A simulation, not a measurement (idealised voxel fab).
process module | voxel self aligned vias
cross-section cut | 260 nm wide | cells 5 nm
A cross-section is a grid of square cells, given in bands from the top down. A band is one or more rows of cells.
Each band's line starts with the height of the band's top and of its bottom, in nm. Then come its materials from left to right, each with its width in nm. One material with "throughout" fills the band from edge to edge. "air" is empty space.
Height 0 is the level under which the wafer as received is all one material. The lowest band goes on downwards, as in "0 down".
A width such as "30 to 40" changes by the same amount from each row of cells to the next, from the band's top row to its bottom row.
"no change" after a step means that no cell of the cross-section changed.
closed voids: empty space of 8 cells or more with no open way to the top, each as width x height at its distance from the left edge, in nm
after a step's settings: what the simulator itself notes on the step
overlay nm, on a step with a mask: how far to the right of its planned place the mask lay; to the left if negative
plan
1 op RECEIVE | material Si
2 op CONFORMAL_DEP | material SiO2 | thk nm 10
3 op CONFORMAL_DEP | material SiCN | thk nm 5
4 op DIRECTIONAL_DEP | material SiO2 | thk nm 30
5 op MASKED_ETCH | tone open | mask id LINES | width nm 20 | pitch nm 55 | etch materials SiO2 | depth nm 30 | overlay nm 0
6 op CONFORMAL_DEP | material TiN | thk nm 5
7 op FILL_DEP | material Ru | thk nm 5
8 op CMP | height nm 45
9 op SELECTIVE_ETCH | etch materials W Ru TiN | depth nm 5
10 op FILL_DEP | material SiN | thk nm 5
11 op CMP | height nm 45
12 op DIRECTIONAL_DEP | material SiO2 | thk nm 15
13 op MASKED_ETCH | tone open | mask id VIAS | width nm 30 | pitch nm 55 | etch materials SiO2 | depth nm 15 | overlay nm 0
14 op MASKED_ETCH | tone open | mask id VIAS | width nm 30 | pitch nm 55 | etch materials SiN | depth nm 5 | overlay nm 0
15 op CONFORMAL_DEP | material TiN | thk nm 5
16 op FILL_DEP | material Cu | thk nm 10
17 op CMP | height nm 60
18 op CONFORMAL_DEP | material SiN | thk nm 5
first wafer, as planned
as received, after step 1
  0 down: Si throughout
  closed voids: none
after step 2
  10 to 0: SiO2 throughout
  below 0: unchanged
after step 3
  15 to 10: SiCN throughout
  below 10: unchanged
after step 4
  45 to 15: SiO2 throughout
  below 15: unchanged
after step 5
  45 to 15: SiO2 65 | air 20 | SiO2 35 | air 20 | SiO2 35 | air 20 | SiO2 65
  below 15: unchanged
after step 6
  50 to 45: TiN 70 | air 10 | TiN 45 | air 10 | TiN 45 | air 10 | TiN 70
  45 to 20: SiO2 65 | TiN 5 | air 10 | TiN 5 | SiO2 35 | TiN 5 | air 10 | TiN 5 | SiO2 35 | TiN 5 | air 10 | TiN 5 | SiO2 65
  20 to 15: SiO2 65 | TiN 20 | SiO2 35 | TiN 20 | SiO2 35 | TiN 20 | SiO2 65
  below 15: unchanged
after step 7
  55 to 50: Ru throughout
  50 to 45: TiN 70 | Ru 10 | TiN 45 | Ru 10 | TiN 45 | Ru 10 | TiN 70
  45 to 20: SiO2 65 | TiN 5 | Ru 10 | TiN 5 | SiO2 35 | TiN 5 | Ru 10 | TiN 5 | SiO2 35 | TiN 5 | Ru 10 | TiN 5 | SiO2 65
  below 20: unchanged
after step 8
  45 to 20: SiO2 65 | TiN 5 | Ru 10 | TiN 5 | SiO2 35 | TiN 5 | Ru 10 | TiN 5 | SiO2 35 | TiN 5 | Ru 10 | TiN 5 | SiO2 65
  below 20: unchanged
after step 9
  45 to 40: SiO2 65 | air 20 | SiO2 35 | air 20 | SiO2 35 | air 20 | SiO2 65
  below 40: unchanged
after step 10
  50 to 45: SiN throughout
  45 to 40: SiO2 65 | SiN 20 | SiO2 35 | SiN 20 | SiO2 35 | SiN 20 | SiO2 65
  below 40: unchanged
after step 11
  45 to 40: SiO2 65 | SiN 20 | SiO2 35 | SiN 20 | SiO2 35 | SiN 20 | SiO2 65
  below 40: unchanged
after step 12
  60 to 45: SiO2 throughout
  below 45: unchanged
after step 13
  60 to 45: SiO2 60 | air 30 | SiO2 25 | air 30 | SiO2 25 | air 30 | SiO2 60
  below 45: unchanged
after step 14
  60 to 45: SiO2 60 | air 30 | SiO2 25 | air 30 | SiO2 25 | air 30 | SiO2 60
  45 to 40: SiO2 65 | air 20 | SiO2 35 | air 20 | SiO2 35 | air 20 | SiO2 65
  below 40: unchanged
after step 15
  65 to 60: TiN 65 | air 20 | TiN 35 | air 20 | TiN 35 | air 20 | TiN 65
  60 to 50: SiO2 60 | TiN 5 | air 20 | TiN 5 | SiO2 25 | TiN 5 | air 20 | TiN 5 | SiO2 25 | TiN 5 | air 20 | TiN 5 | SiO2 60
  50 to 45: SiO2 60 | TiN 10 | air 10 | TiN 10 | SiO2 25 | TiN 10 | air 10 | TiN 10 | SiO2 25 | TiN 10 | air 10 | TiN 10 | SiO2 60
  45 to 40: SiO2 65 | TiN 20 | SiO2 35 | TiN 20 | SiO2 35 | TiN 20 | SiO2 65
  below 40: unchanged
after step 16
  75 to 65: Cu throughout
  65 to 60: TiN 65 | Cu 20 | TiN 35 | Cu 20 | TiN 35 | Cu 20 | TiN 65
  60 to 50: SiO2 60 | TiN 5 | Cu 20 | TiN 5 | SiO2 25 | TiN 5 | Cu 20 | TiN 5 | SiO2 25 | TiN 5 | Cu 20 | TiN 5 | SiO2 60
  50 to 45: SiO2 60 | TiN 10 | Cu 10 | TiN 10 | SiO2 25 | TiN 10 | Cu 10 | TiN 10 | SiO2 25 | TiN 10 | Cu 10 | TiN 10 | SiO2 60
  below 45: unchanged
after step 17
  60 to 50: SiO2 60 | TiN 5 | Cu 20 | TiN 5 | SiO2 25 | TiN 5 | Cu 20 | TiN 5 | SiO2 25 | TiN 5 | Cu 20 | TiN 5 | SiO2 60
  below 50: unchanged
after step 18
  65 to 60: SiN throughout
  below 60: unchanged
second wafer: like start, like plan, one mistake. Through step 4 it matches the first wafer
when step 5 should have ended
  45 to 15: SiO2 55 | air 20 | SiO2 35 | air 20 | SiO2 35 | air 20 | SiO2 75
  below 15: unchanged
when step 6 should have ended
  50 to 45: TiN 60 | air 10 | TiN 45 | air 10 | TiN 45 | air 10 | TiN 80
  45 to 20: SiO2 55 | TiN 5 | air 10 | TiN 5 | SiO2 35 | TiN 5 | air 10 | TiN 5 | SiO2 35 | TiN 5 | air 10 | TiN 5 | SiO2 75
  20 to 15: SiO2 55 | TiN 20 | SiO2 35 | TiN 20 | SiO2 35 | TiN 20 | SiO2 75
  below 15: unchanged
when step 7 should have ended
  55 to 50: Ru throughout
  50 to 45: TiN 60 | Ru 10 | TiN 45 | Ru 10 | TiN 45 | Ru 10 | TiN 80
  45 to 20: SiO2 55 | TiN 5 | Ru 10 | TiN 5 | SiO2 35 | TiN 5 | Ru 10 | TiN 5 | SiO2 35 | TiN 5 | Ru 10 | TiN 5 | SiO2 75
  below 20: unchanged
when step 8 should have ended
  45 to 20: SiO2 55 | TiN 5 | Ru 10 | TiN 5 | SiO2 35 | TiN 5 | Ru 10 | TiN 5 | SiO2 35 | TiN 5 | Ru 10 | TiN 5 | SiO2 75
  below 20: unchanged
when step 9 should have ended
  45 to 40: SiO2 55 | air 20 | SiO2 35 | air 20 | SiO2 35 | air 20 | SiO2 75
  below 40: unchanged
when step 10 should have ended
  50 to 45: SiN throughout
  45 to 40: SiO2 55 | SiN 20 | SiO2 35 | SiN 20 | SiO2 35 | SiN 20 | SiO2 75
  below 40: unchanged
when step 11 should have ended
  45 to 40: SiO2 55 | SiN 20 | SiO2 35 | SiN 20 | SiO2 35 | SiN 20 | SiO2 75
  below 40: unchanged
when step 12 should have ended
  60 to 45: SiO2 throughout
  below 45: unchanged
when step 13 should have ended
  60 to 45: SiO2 60 | air 30 | SiO2 25 | air 30 | SiO2 25 | air 30 | SiO2 60
  below 45: unchanged
when step 14 should have ended
  60 to 45: SiO2 60 | air 30 | SiO2 25 | air 30 | SiO2 25 | air 30 | SiO2 60
  45 to 40: SiO2 55 | SiN 5 | air 15 | SiO2 35 | SiN 5 | air 15 | SiO2 35 | SiN 5 | air 15 | SiO2 75
  below 40: unchanged
when step 15 should have ended
  65 to 60: TiN 65 | air 20 | TiN 35 | air 20 | TiN 35 | air 20 | TiN 65
  60 to 50: SiO2 60 | TiN 5 | air 20 | TiN 5 | SiO2 25 | TiN 5 | air 20 | TiN 5 | SiO2 25 | TiN 5 | air 20 | TiN 5 | SiO2 60
  50 to 45: SiO2 60 | TiN 5 | air 5 | TiN 20 | SiO2 25 | TiN 5 | air 5 | TiN 20 | SiO2 25 | TiN 5 | air 5 | TiN 20 | SiO2 60
  45 to 40: SiO2 55 | SiN 5 | TiN 15 | SiO2 35 | SiN 5 | TiN 15 | SiO2 35 | SiN 5 | TiN 15 | SiO2 75
  below 40: unchanged
when step 16 should have ended
  75 to 65: Cu throughout
  65 to 60: TiN 65 | Cu 20 | TiN 35 | Cu 20 | TiN 35 | Cu 20 | TiN 65
  60 to 50: SiO2 60 | TiN 5 | Cu 20 | TiN 5 | SiO2 25 | TiN 5 | Cu 20 | TiN 5 | SiO2 25 | TiN 5 | Cu 20 | TiN 5 | SiO2 60
  50 to 45: SiO2 60 | TiN 5 | Cu 5 | TiN 20 | SiO2 25 | TiN 5 | Cu 5 | TiN 20 | SiO2 25 | TiN 5 | Cu 5 | TiN 20 | SiO2 60
  below 45: unchanged
when step 17 should have ended
  60 to 50: SiO2 60 | TiN 5 | Cu 20 | TiN 5 | SiO2 25 | TiN 5 | Cu 20 | TiN 5 | SiO2 25 | TiN 5 | Cu 20 | TiN 5 | SiO2 60
  below 50: unchanged
when step 18 should have ended
  65 to 60: SiN throughout
  below 60: unchanged
what went wrong: step 5 ran as: op MASKED_ETCH | tone open | mask id LINES | width nm 20 | pitch nm 55 | etch materials SiO2 | depth nm 30 | overlay nm -10
at the end the second wafer has, in cells: 3 fewer of Cu | 3 more of SiN
